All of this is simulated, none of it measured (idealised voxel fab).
process module | voxel self aligned contacts
cross-section cut | 290 nm wide | cells 5 nm
A cross-section is a grid of square cells, given in bands from the top down. A band is one or more rows of cells.
Each band's line starts with the height of the band's top and of its bottom, in nm. Then come its materials from left to right, each with its width in nm. One material with "throughout" fills the band from edge to edge. "air" is empty space.
Height 0 is the level under which the wafer as received is all one material. The lowest band goes on downwards, as in "0 down".
A width such as "30 to 40" changes by the same amount from each row of cells to the next, from the band's top row to its bottom row.
"no change" after a step means that no cell of the cross-section changed.
closed voids: empty space of 8 cells or more with no open way to the top, each as width x height at its distance from the left edge, in nm
after a step's settings: what the simulator itself notes on the step
overlay nm, on a step with a mask: how far to the right of its planned place the mask lay; to the left if negative
plan
1 op RECEIVE | material Si
2 op CONFORMAL_DEP | material SiO2 | thk nm 5
3 op DIRECTIONAL_DEP | material polySi | thk nm 30
4 op DIRECTIONAL_DEP | material SiN | thk nm 15
5 op DIRECTIONAL_DEP | material aC | thk nm 10
6 op PATTERN | tone cover | mask id GATE | material resist | width nm 35 | pitch nm 70 | thk nm 25 | overlay nm 0
7 op DIRECTIONAL_ETCH | etch materials aC | depth nm 10
8 op STRIP | etch materials resist
9 op DIRECTIONAL_ETCH | etch materials SiN | depth nm 15
10 op DIRECTIONAL_ETCH | etch materials polySi | depth nm 30
11 op STRIP | etch materials aC
12 op CONFORMAL_DEP | material SiN | thk nm 5
13 op DIRECTIONAL_ETCH | etch materials SiN | depth nm 5
14 op FILL_DEP | material SiO2 | thk nm 15
15 op CMP | height nm 60
16 op PATTERN | tone open | mask id CONTACT | material resist | width nm 55 | thk nm 15 | overlay nm 0
17 op DIRECTIONAL_ETCH | etch materials SiO2 | depth nm 60
18 op STRIP | etch materials resist
19 op CONFORMAL_DEP | material TiN | thk nm 5
20 op FILL_DEP | material W | thk nm 10
21 op CMP | height nm 60
22 op CONFORMAL_DEP | material SiN | thk nm 5
as received, after step 1
  0 down: Si throughout
  closed voids: none
first wafer at the end, as planned
  65 to 60: SiN throughout
  60 to 50: SiO2 115 | TiN 5 to 20 | W 45 to 15 | TiN 5 to 20 | SiO2 120
  50 to 35: SiO2 85 | SiN 45 | TiN 5 | W 15 | TiN 5 | SiN 45 | SiO2 90
  35 to 5: SiO2 85 | SiN 5 | polySi 35 | SiN 5 | TiN 5 | W 15 | TiN 5 | SiN 5 | polySi 35 | SiN 5 | SiO2 90
  5 to 0: SiO2 130 | TiN 25 | SiO2 135
  0 down: Si throughout
  closed voids: none
second wafer at the end: like start, like plan, one mistake
  65 to 60: SiN throughout
  60 to 50: SiO2 115 | TiN 5 to 20 | W 45 to 15 | TiN 5 to 20 | SiO2 120
  50 to 35: SiO2 85 | SiN 45 | TiN 5 | W 15 | TiN 5 | SiN 45 | SiO2 90
  35 to 30: SiO2 130 | TiN 25 | SiO2 135
  30 to 0: polySi throughout
  0 down: Si throughout
  closed voids: none
what went wrong: steps 2 and 3 were swapped
at the end the second wafer has, in cells: 24 fewer of SiN | 210 fewer of SiO2 | 12 fewer of TiN | 18 fewer of W | 264 more of polySi
